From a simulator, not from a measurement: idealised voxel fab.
You're looking at the process module voxel transistor to metal.
Shown is cross-section cut, with a width of 170 nm and square cells of size 5 nm.
In what follows, cross-sections appear as grids of square cells, described through bands that run from the top down, where every band is one or more rows of cells. Quick guide to a band line: top height, bottom height (nm) up front; then every material left to right with its width in nm. Only one material and it's marked "full width"? Then it fills the band edge to edge. And "empty" just means empty space. All heights in this document are referenced to 0, defined as the level beneath which the wafer, as received, consists entirely of one material. The lowest band is not bounded below; it extends indefinitely downward and is written in the form "z 0 and below". Top row gets the first number, bottom row gets the second, and each row in between changes by the same step: that is how a band width like "30..40" works. A step reported as "no change" is a step in which no cell of the cross-section changed. Empty spaces counting at least 8 cells and having no open way to the top are listed in "Entrapped void list". The notation width x height at distance is used for each, the distance being from the left edge and all three values in nm. That trailing text on a step's line, after the settings, is the simulator's own remark on the step. A step's line can hold "overlay nm"; with a mask on that step, the setting says how far right of the planned place the mask lay, while a negative setting says it lay to the left.
The planned process steps are enumerated hereunder:
step 1: RECEIVE [material Si]
step 2: OXIDIZE [depth nm 5]
step 3: CONFORMAL_DEP [material SiN] [thk nm 15]
step 4: PATTERN [tone cover] [mask id ACTIVE] [material resist] [width nm 100] [thk nm 15] [overlay nm 0]
step 5: DIRECTIONAL_ETCH [etch materials SiN] [depth nm 15]
step 6: DIRECTIONAL_ETCH [etch materials SiO2] [depth nm 5]
step 7: DIRECTIONAL_ETCH [etch materials Si] [depth nm 25]
step 8: STRIP [etch materials resist]
step 9: OXIDIZE [depth nm 5]
step 10: FILL_DEP [material SiO2] [thk nm 5]
step 11: CMP [height nm 15]
step 12: SELECTIVE_ETCH [etch materials SiO2] [depth nm 5]
step 13: STRIP [etch materials SiN]
step 14: SELECTIVE_ETCH [etch materials SiO2] [depth nm 5]
step 15: OXIDIZE [depth nm 5]
step 16: DIRECTIONAL_DEP [material polySi] [thk nm 30]
step 17: DIRECTIONAL_DEP [material SiCN] [thk nm 10]
step 18: PATTERN [tone cover] [mask id GATE] [material resist] [width nm 20] [thk nm 15] [overlay nm 0]
step 19: DIRECTIONAL_ETCH [etch materials SiCN] [depth nm 20]
step 20: DIRECTIONAL_ETCH [etch materials polySi] [depth nm 40]
step 21: STRIP [etch materials resist]
step 22: CONFORMAL_DEP [material SiO2] [thk nm 5]
step 23: DIRECTIONAL_ETCH [etch materials SiO2] [depth nm 5]
step 24: CONFORMAL_DEP [material SiN] [thk nm 5]
step 25: DIRECTIONAL_ETCH [etch materials SiN] [depth nm 5]
step 26: DIRECTIONAL_ETCH [etch materials SiO2] [depth nm 5]
step 27: DIRECTIONAL_ETCH [etch materials Si] [depth nm 5]
step 28: EPI [material pSi] [thk nm 5]
step 29: FILL_DEP [material SiO2] [thk nm 10]
step 30: CMP [height nm 35]
step 31: DIRECTIONAL_DEP [material SiO2] [thk nm 15]
step 32: MASKED_ETCH [tone open] [mask id CONTACT] [width nm 30] [pitch nm 60] [etch materials SiO2] [depth nm 60] [overlay nm 0]
step 33: CONFORMAL_DEP [material TiN] [thk nm 5]
step 34: FILL_DEP [material W] [thk nm 5]
step 35: CMP [height nm 50]
step 36: CONFORMAL_DEP [material SiN] [thk nm 5]
step 37: DIRECTIONAL_DEP [material SiO2] [thk nm 15]
step 38: DIRECTIONAL_DEP [material aC] [thk nm 15]
step 39: PATTERN [tone open] [mask id METAL_1] [material resist] [width nm 20] [pitch nm 70] [thk nm 30] [overlay nm 0]
step 40: DIRECTIONAL_ETCH [etch materials aC] [depth nm 15]
step 41: STRIP [etch materials resist]
step 42: DIRECTIONAL_ETCH [etch materials SiO2] [depth nm 15]
step 43: DIRECTIONAL_ETCH [etch materials SiN] [depth nm 5]
step 44: STRIP [etch materials aC]
step 45: CONFORMAL_DEP [material TiN] [thk nm 5]
step 46: FILL_DEP [material Cu] [thk nm 5]
step 47: CMP [height nm 70]
step 48: CONFORMAL_DEP [material SiN] [thk nm 5]
Cross-section: wafer on arrival = after step 1:
z 0 and below: Si full width
Entrapped void list: none
End-of-module cross-section. Starting structure and process plan as above; one mistake made in running it:
z 75 to 70: SiN full width
z 70 to 65: SiN: 40, TiN: 20, SiN: 50, TiN: 20, SiN: 40
z 65 to 50: SiO2 full width
z 50 to 40: SiO2: 40, TiN: 5, W: 20, TiN: 5, SiO2: 30, TiN: 5, W: 20, TiN: 5, SiO2: 40
z 40 to 35: SiO2: 40, TiN: 5, W: 15, TiN: 10, SiO2: 30, TiN: 10, W: 15, TiN: 5, SiO2: 40
z 35 to 25: SiO2: 40, TiN: 5, W: 15, TiN: 5, SiN: 5, SiO2: 5, SiCN: 20, SiO2: 5, SiN: 5, TiN: 5, W: 15, TiN: 5, SiO2: 40
z 25 to 5: SiO2: 40, TiN: 5, W: 15, TiN: 5, SiN: 5, SiO2: 5, polySi: 20, SiO2: 5, SiN: 5, TiN: 5, W: 15, TiN: 5, SiO2: 40
z 5 to -5: SiO2: 35, SiN: 5, TiN: 5, W: 15..10, TiN: 5..10, SiN: 5, SiO2: 5, polySi: 20, SiO2: 5, SiN: 5, TiN: 5..10, W: 15..10, TiN: 5, SiN: 5, SiO2: 35
z -5 to -10: SiO2: 40, TiN: 20, pSi: 5, SiO2: 40, pSi: 5, TiN: 20, SiO2: 40
z -10 to -15: SiO2: 40, pSi: 25, Si: 40, pSi: 25, SiO2: 40
z -15 to -35: SiO2: 40, Si: 90, SiO2: 40
z -35 and below: Si full width
Entrapped void list: none
Run error: the executed order of steps 36 and 37 is the reverse of that specified in the plan, each step having taken the other's position
